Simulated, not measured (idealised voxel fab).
Name of the process module below: voxel wiring stack
Cross-section cut spans 280 nm and uses square cells 5 nm in size.
If you're reading a cross-section in this doc, picture square cells in a grid; it comes to you as bands, top ones listed first down to the bottom, and a band can be one or more rows of cells. Within each band entry, the heights of the top and of the bottom of the band appear first, in that order and in nm; the materials of the band then follow from left to right, each with its corresponding width in nm. The designation "throughout" on a single material indicates that it fills the band from edge to edge; the designation "empty" indicates empty space. The level at which height equals 0 is the one under which the wafer, as it arrives, is entirely one material. No lower edge exists for the bottom band, which continues downward and is notated as in "0 -> down". The width entry "30..40" should be interpreted row by row: the top row of cells in the band takes the first number, the bottom row takes the second number, and the change between adjacent rows is uniform throughout. "nothing altered" (step): cross-section cells unchanged, all of them. You'll see "Enclosed internal cavities" listing empty spaces that have no way open to the top, as long as they're 8 cells or more; the notation is width x height at distance, where the distance is from the left edge, and all of it is in nm. Past the settings on a step's line: simulator remark, on that step. The setting "overlay nm" may be written on the line of a step. When the step uses a mask, the value reports how far to the right of the planned place the mask lay, and a negative value reports that it lay to the left.
PLAN
step 1: RECEIVE: material Si
step 2: CONFORMAL_DEP: material SiO2, thk nm 10
step 3: DIRECTIONAL_DEP: material TiN, thk nm 5
step 4: DIRECTIONAL_DEP: material W, thk nm 15
step 5: MASKED_ETCH: tone cover, mask id METAL_1, width nm 20, pitch nm 40, etch materials W, depth nm 15, overlay nm 0
step 6: MASKED_ETCH: tone cover, mask id METAL_1, width nm 20, pitch nm 40, etch materials TiN, depth nm 5, overlay nm 0
step 7: CONFORMAL_DEP: material SiCN, thk nm 5
step 8: FILL_DEP: material lowk, thk nm 5
step 9: CMP: height nm 30
step 10: CONFORMAL_DEP: material SiCN, thk nm 5
step 11: DIRECTIONAL_DEP: material lowk, thk nm 25
step 12: DIRECTIONAL_DEP: material aC, thk nm 10
step 13: PATTERN: tone open, mask id METAL_2_HOLES, material resist, width nm 15, pitch nm 80, thk nm 30, overlay nm 0
step 14: DIRECTIONAL_ETCH: etch materials aC, depth nm 10
step 15: STRIP: etch materials resist
step 16: DIRECTIONAL_ETCH: etch materials lowk, depth nm 25
step 17: STRIP: etch materials aC
step 18: PATTERN: tone open, mask id METAL_2, material resist, width nm 20, pitch nm 40, thk nm 15, overlay nm 0
step 19: DIRECTIONAL_ETCH: etch materials lowk, depth nm 15
step 20: DIRECTIONAL_ETCH: etch materials SiCN, depth nm 5
step 21: STRIP: etch materials resist
step 22: CONFORMAL_DEP: material TiN, thk nm 5
step 23: FILL_DEP: material Ru, thk nm 10
step 24: CMP: height nm 60
step 25: CONFORMAL_DEP: material SiCN, thk nm 5
CROSS-SECTION OF THE INCOMING WAFER, STATE AFTER STEP 1
	0 -> down | Si throughout
	Enclosed internal cavities: none
FIRST OF TWO WAFERS, END-OF-MODULE SECTION, RUN FOLLOWED PLAN
	65 -> 60 | SiCN throughout
	60 -> 50 | 70 nm lowk, then 5 nm TiN, then 10 nm Ru, then 5 nm TiN, then 20 nm lowk, then 5 nm TiN, then 10 nm Ru, then 5 nm TiN, then 20 nm lowk, then 5 nm TiN, then 10 nm Ru, then 5 nm TiN, then 20 nm lowk, then 5 nm TiN, then 10 nm Ru, then 5 nm TiN, then 70 nm lowk
	50 -> 45 | 70 nm lowk, then 5 nm TiN, then 5 nm Ru, then 10 nm TiN, then 20 nm lowk, then 20 nm TiN, then 20 nm lowk, then 5 nm TiN, then 5 nm Ru, then 10 nm TiN, then 20 nm lowk, then 20 nm TiN, then 70 nm lowk
	45 -> 35 | 70 nm lowk, then 5 nm TiN, then 5 nm Ru, then 5 nm TiN, then 65 nm lowk, then 5 nm TiN, then 5 nm Ru, then 5 nm TiN, then 115 nm lowk
	35 -> 30 | 70 nm SiCN, then 15 nm TiN, then 65 nm SiCN, then 15 nm TiN, then 115 nm SiCN
	30 -> 15 | 65 nm lowk, then 5 nm SiCN, then 20 nm W, then 5 nm SiCN, then 10 nm lowk, then 5 nm SiCN, then 20 nm W, then 5 nm SiCN, then 10 nm lowk, then 5 nm SiCN, then 20 nm W, then 5 nm SiCN, then 10 nm lowk, then 5 nm SiCN, then 20 nm W, then 5 nm SiCN, then 65 nm lowk
	15 -> 10 | 70 nm SiCN, then 20 nm TiN, then 20 nm SiCN, then 20 nm TiN, then 20 nm SiCN, then 20 nm TiN, then 20 nm SiCN, then 20 nm TiN, then 70 nm SiCN
	10 -> 0 | SiO2 throughout
	0 -> down | Si throughout
	Enclosed internal cavities: none
SO THIS IS WAFER NUMBER TWO OF THE TWO, CUT AT THE END OF THE MODULE - IT STARTED WHERE THE FIRST DID AND HAD THE SAME PLAN, WE JUST GOT ONE THING WRONG RUNNING IT
	65 -> 60 | SiCN throughout
	60 -> 50 | 70 nm lowk, then 5 nm TiN, then 5 nm Ru, then 5 nm TiN, then 65 nm lowk, then 5 nm TiN, then 5 nm Ru, then 5 nm TiN, then 115 nm lowk
	50 -> 45 | 70 nm lowk, then 15 nm TiN, then 65 nm lowk, then 15 nm TiN, then 115 nm lowk
	45 -> 35 | lowk throughout
	35 -> 30 | SiCN throughout
	30 -> 15 | 65 nm lowk, then 5 nm SiCN, then 20 nm W, then 5 nm SiCN, then 10 nm lowk, then 5 nm SiCN, then 20 nm W, then 5 nm SiCN, then 10 nm lowk, then 5 nm SiCN, then 20 nm W, then 5 nm SiCN, then 10 nm lowk, then 5 nm SiCN, then 20 nm W, then 5 nm SiCN, then 65 nm lowk
	15 -> 10 | 70 nm SiCN, then 20 nm TiN, then 20 nm SiCN, then 20 nm TiN, then 20 nm SiCN, then 20 nm TiN, then 20 nm SiCN, then 20 nm TiN, then 70 nm SiCN
	10 -> 0 | SiO2 throughout
	0 -> down | Si throughout
	Enclosed internal cavities: none
Heads up, the wafer didn't run the way we planned it: step 11 of the plan was twice carried out
Final difference in cells, second wafer against first, listed per material as more or fewer: 18 fewer of Ru; 6 more of SiCN; 30 fewer of TiN; 42 more of lowk
